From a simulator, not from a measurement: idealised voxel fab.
process module | voxel released beams
cross-section cut | 245 nm wide | cells 5 nm
A cross-section is a grid of square cells, given in bands from the top down. A band is one or more rows of cells.
Each band's line starts with the height of the band's top and of its bottom, in nm. Then come its materials from left to right, each with its width in nm. One material with "throughout" fills the band from edge to edge. "air" is empty space.
Height 0 is the level under which the wafer as received is all one material. The lowest band goes on downwards, as in "0 down".
A width such as "30 to 40" changes by the same amount from each row of cells to the next, from the band's top row to its bottom row.
"no change" after a step means that no cell of the cross-section changed.
closed voids: empty space of 8 cells or more with no open way to the top, each as width x height at its distance from the left edge, in nm
after a step's settings: what the simulator itself notes on the step
overlay nm, on a step with a mask: how far to the right of its planned place the mask lay; to the left if negative
plan
1 op RECEIVE | material Si
2 op CONFORMAL_DEP | material Al2O3 | thk nm 5
3 op DIRECTIONAL_DEP | material SiO2 | thk nm 15
4 op PATTERN | tone open | mask id ANCHOR | material resist | width nm 45 | thk nm 15 | overlay nm 0
5 op DIRECTIONAL_ETCH | etch materials SiO2 | depth nm 15
6 op STRIP | etch materials resist
7 op CONFORMAL_DEP | material W | thk nm 15
8 op PATTERN | tone cover | mask id BEAM | material resist | width nm 105 | thk nm 20 | overlay nm 0
9 op DIRECTIONAL_ETCH | etch materials W | depth nm 15
10 op STRIP | etch materials resist
11 op STRIP | etch materials SiO2
as received, after step 1
  0 down: Si throughout
  closed voids: none
first wafer at the end, as planned
  35 to 20: air 65 | W 20 | air 15 | W 70 | air 75
  20 to 5: air 70 | W 45 | air 130
  5 to 0: Al2O3 throughout
  0 down: Si throughout
  closed voids: none
second wafer at the end: like start, like plan, one mistake
  20 to 5: SiO2 70 | air 45 | SiO2 130
  5 to 0: Al2O3 throughout
  0 down: Si throughout
  closed voids: none
what went wrong: step 11 ran as: op STRIP | etch materials W
at the end the second wafer has, in cells: 120 more of SiO2 | 81 fewer of W
